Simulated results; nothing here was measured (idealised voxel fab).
The process module presented herein is designated voxel local oxidation.
The cross-section on display is named cut; it measures 185 nm wide, and its cells are 5 nm squares.
Cross-section layout: square cells on a grid; listed as bands, top to bottom; a band spans one or more cell rows. Band entry format. Leading values: height of top, height of bottom, nm. Remainder: materials in left-to-right order, each with its width in nm. Special words: "edge to edge" on a single material, which then fills the band edge to edge; "empty", empty space. Zero point of the height axis is 0; under it, received wafer = one material. Lowest band: continues down indefinitely, "top 0, no bottom". The expression "30 to 40" gives the width at the extremes of the band, the first number at its top row of cells and the second at its bottom row, with the width changing by equal amounts from each row to the next in between. "nothing got changed" -> step changed no cross-section cell. "Entrapped void list" enumerates empty spaces isolated from the top, with no open way to it, that contain at least 8 cells, giving each as width x height at distance from the left edge, all three in nm. That trailing text on a step's line, after the settings, is the simulator's own remark on the step. overlay nm: for a step with a mask, the amount by which the mask lay right of where it was planned; a negative amount means left of it.
**Here's what the planned process steps look like**
1 op RECEIVE | material Si
2 op OXIDIZE | depth nm 5
3 op CONFORMAL_DEP | material SiN | thk nm 15
4 op DIRECTIONAL_DEP | material aC | thk nm 15
5 op PATTERN | tone cover | mask id ACTIVE | material resist | width nm 90 | thk nm 35 | overlay nm 0
6 op DIRECTIONAL_ETCH | etch materials aC | depth nm 15
7 op STRIP | etch materials resist
8 op DIRECTIONAL_ETCH | etch materials SiN | depth nm 15
9 op STRIP | etch materials aC
10 op SELECTIVE_ETCH | etch materials SiO2 | depth nm 5
11 op OXIDIZE | depth nm 15
12 op STRIP | etch materials SiN
**Wafer at receipt (post step 1), cross-section**
    top 0, no bottom | Si edge to edge
    Entrapped void list: none
**First of two wafers: cross-section at end of module, run per plan**
    top 0, bottom -5 | 50 nm empty / 80 nm SiO2 / 55 nm empty
    top -5, bottom -20 | 65 nm SiO2 / 50 nm Si / 70 nm SiO2
    top -20, no bottom | Si edge to edge
    Entrapped void list: none
**Wafer two, sectioned after the module: the first wafer's start, the first wafer's plan, and one mistake in how it was run**
    top 0, bottom -5 | 50 nm empty / 85 nm SiO2 / 50 nm empty
    top -5, bottom -20 | 65 nm SiO2 / 55 nm Si / 65 nm SiO2
    top -20, no bottom | Si edge to edge
    Entrapped void list: none
Run error: in deviation from the planned setting, step 5 was conducted as op PATTERN | tone cover | mask id ACTIVE | material resist | width nm 95 | thk nm 35 | overlay nm 0
In the final state, the cell counts of the second wafer exceed or fall short of those of the first for the following materials: Si +3; SiO2 -2
